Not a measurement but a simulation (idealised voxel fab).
process module | voxel gate over fins
cross-section cut | 170 nm wide | cells 5 nm
A cross-section is a grid of square cells, given in bands from the top down. A band is one or more rows of cells.
Each band's line starts with the height of the band's top and of its bottom, in nm. Then come its materials from left to right, each with its width in nm. One material with "throughout" fills the band from edge to edge. "air" is empty space.
Height 0 is the level under which the wafer as received is all one material. The lowest band goes on downwards, as in "0 down".
A width such as "30 to 40" changes by the same amount from each row of cells to the next, from the band's top row to its bottom row.
"no change" after a step means that no cell of the cross-section changed.
closed voids: empty space of 8 cells or more with no open way to the top, each as width x height at its distance from the left edge, in nm
after a step's settings: what the simulator itself notes on the step
overlay nm, on a step with a mask: how far to the right of its planned place the mask lay; to the left if negative
plan
1 op RECEIVE | material Si
2 op CONFORMAL_DEP | material SiN | thk nm 5
3 op DIRECTIONAL_DEP | material aC | thk nm 10
4 op PATTERN | tone cover | mask id FINS | material resist | width nm 15 | pitch nm 60 | thk nm 25 | overlay nm 0
5 op DIRECTIONAL_ETCH | etch materials aC | depth nm 10
6 op STRIP | etch materials resist
7 op DIRECTIONAL_ETCH | etch materials SiN | depth nm 5
8 op DIRECTIONAL_ETCH | etch materials Si | depth nm 30
9 op STRIP | etch materials aC
10 op OXIDIZE | depth nm 5
11 op FILL_DEP | material SiO2 | thk nm 5
12 op CMP | height nm 5
13 op DIRECTIONAL_DEP | material aC | thk nm 15
14 op PATTERN | tone open | mask id RAIL | material resist | width nm 15 | thk nm 30 | overlay nm 0
15 op DIRECTIONAL_ETCH | etch materials aC | depth nm 15
16 op STRIP | etch materials resist
17 op DIRECTIONAL_ETCH | etch materials SiO2 | depth nm 30
18 op STRIP | etch materials aC
19 op CONFORMAL_DEP | material TiN | thk nm 5
20 op FILL_DEP | material W | thk nm 10
21 op CMP | height nm 5
22 op SELECTIVE_ETCH | etch materials W Ru TiN | depth nm 25
23 op FILL_DEP | material SiO2 | thk nm 5
24 op CMP | height nm 5
25 op SELECTIVE_ETCH | etch materials SiO2 | depth nm 20
26 op STRIP | etch materials SiN
27 op CONFORMAL_DEP | material HfO2 | thk nm 5
28 op CONFORMAL_DEP | material TiN | thk nm 5
29 op FILL_DEP | material W | thk nm 10
30 op CMP | height nm 15
31 op CONFORMAL_DEP | material SiCN | thk nm 10
as received, after step 1
  0 down: Si throughout
  closed voids: none
a wafer at the end: this start, this plan, one mistake
  25 to 15: SiCN throughout
  15 to 10: W throughout
  10 to 5: W 10 | TiN 25 | W 35 | TiN 25 | W 35 | TiN 25 | W 15
  5 to 0: W 10 | TiN 5 | HfO2 15 | TiN 5 | W 35 | TiN 5 | HfO2 15 | TiN 5 | W 35 | TiN 5 | HfO2 15 | TiN 5 | W 15
  0 to -5: W 10 | TiN 5 | HfO2 5 | Si 5 | HfO2 5 | TiN 5 | W 35 | TiN 5 | HfO2 5 | Si 5 | HfO2 5 | TiN 5 | W 35 | TiN 5 | HfO2 5 | Si 5 | HfO2 5 | TiN 5 | W 15
  -5 to -10: TiN 15 | HfO2 5 | Si 5 | HfO2 5 | TiN 45 | HfO2 5 | Si 5 | HfO2 5 | TiN 45 | HfO2 5 | Si 5 | HfO2 5 | TiN 20
  -10 to -15: HfO2 20 | Si 5 | HfO2 55 | Si 5 | HfO2 55 | Si 5 | HfO2 25
  -15 to -20: SiO2 20 | Si 5 | SiO2 55 | Si 5 | SiO2 55 | Si 5 | SiO2 25
  -20 to -25: SiO2 20 | Si 5 | SiO2 20 | TiN 15 | SiO2 20 | Si 5 | SiO2 55 | Si 5 | SiO2 25
  -25 to -65: SiO2 20 | Si 5 | SiO2 55 | Si 5 | SiO2 55 | Si 5 | SiO2 25
  -65 down: Si throughout
  closed voids: none
what went wrong: step 8 was run twice
